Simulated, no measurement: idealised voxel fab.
Presented below is a process module, voxel local oxidation.
The cross-section shown here is cut; it is 265 nm wide and divided into square cells measuring 5 nm on a side.
In this document a cross-section is written as a grid of square cells. It is given as a series of bands, listed from the top down, and a band is one or more rows of cells. First you get the band's top height and its bottom height, in nm, and then the materials it's made of, left to right, with each width in nm. If you see a single material with "all across", that one covers the band edge to edge. "air" is empty space. It should be noted that heights are counted from 0, beneath which the wafer as supplied is of one material throughout, and that the lowest band possesses no lower boundary but continues downward, as written in "0 -> down". Width: "30 to 40" (first number = top row, second number = bottom row, same change from row to row of cells). "no modification" means the step left every cell of the cross-section as it was. Entry "Sealed void inventory" = empty spaces >= 8 cells with no open way to the top; each as width x height at distance, distance from left edge, all nm. It should be noted that, on the line of a given step, the content following the step's settings is a remark produced by the simulator itself with respect to that step. overlay nm: how far to the right of its planned place the mask lay on this masked step (negative: to the left).

[plan]
| 1 | RECEIVE [material Si] |
| 2 | OXIDIZE [depth nm 5] |
| 3 | CONFORMAL_DEP [material SiN] [thk nm 15] |
| 4 | MASKED_ETCH [tone cover] [mask id ACTIVE] [width nm 100] [etch materials SiN] [depth nm 15] [overlay nm 0] |
| 5 | SELECTIVE_ETCH [etch materials SiO2] [depth nm 5] |
| 6 | OXIDIZE [depth nm 10] |
| 7 | STRIP [etch materials SiN] |

[Below: the first of two wafers, run as planned]

[Cross-sectional view of the wafer in its as-received condition, corresponding to the state after step 1]
* 0 -> down | Si all across
* Sealed void inventory: none

[Cross-section of the wafer after step 2]
* 0 -> -5 | SiO2 all across
* Heights below -5 show no change.

[Cross-section of the wafer after step 3]
* 15 -> 0 | SiN all across
* Heights below 0 show no change.

[Cross-section of the wafer after step 4]
* 15 -> 0 | air 80  SiN 100  air 85
* Heights below 0 show no change.

[Cross-section of the wafer after step 5]
* 15 -> 0 | air 80  SiN 100  air 85
* 0 -> -5 | air 85  SiO2 90  air 90
* Heights below -5 show no change.

[Cross-section of the wafer after step 6]
* 15 -> 0 | air 80  SiN 100  air 85
* 0 -> -5 | air 85  SiO2 90  air 90
* -5 -> -15 | SiO2 95  Si 70  SiO2 100
* Heights below -15 show no change.

[Cross-section of the wafer after step 7]
* 0 -> -5 | air 85  SiO2 90  air 90
* Heights below -5 show no change.

[Here the second wafer is described. Its start and its plan were those of the first wafer. Its run contained one mistake. Up to and including step 1, it did exactly what the first wafer did]

[Cross-section of the second wafer at the time by which step 2 should have been completed according to the plan]
* 0 -> -5 | SiO2 all across
* Heights below -5 show no change.

[Cross-section of the second wafer at the time by which step 3 should have been completed according to the plan]
* 15 -> 0 | SiN all across
* Heights below 0 show no change.

[Cross-section of the second wafer at the time by which step 4 should have been completed according to the plan]
* 15 -> 0 | air 80  SiN 100  air 85
* Heights below 0 show no change.

[Cross-section of the second wafer at the time by which step 5 should have been completed according to the plan]
* 15 -> 0 | air 80  SiN 100  air 85
* 0 -> -5 | air 85  SiO2 90  air 90
* Heights below -5 show no change.

[Cross-section of the second wafer at the time by which step 6 should have been completed according to the plan]
* 15 -> 0 | air 80  SiN 100  air 85
* 0 -> -5 | air 85  SiO2 90  air 90
* -5 -> -15 | SiO2 95  Si 70  SiO2 100
* Heights below -15 show no change.

[Cross-section of the second wafer at the time by which step 7 should have been completed according to the plan]
* 0 -> -5 | air 85  SiO2 90  air 90
* Heights below -5 show no change.
Want to know what went wrong? the plan had its step 2 run twice
Since the two wafers finish with cross-sections that are the same, nothing this model computes is changed by the mistake.
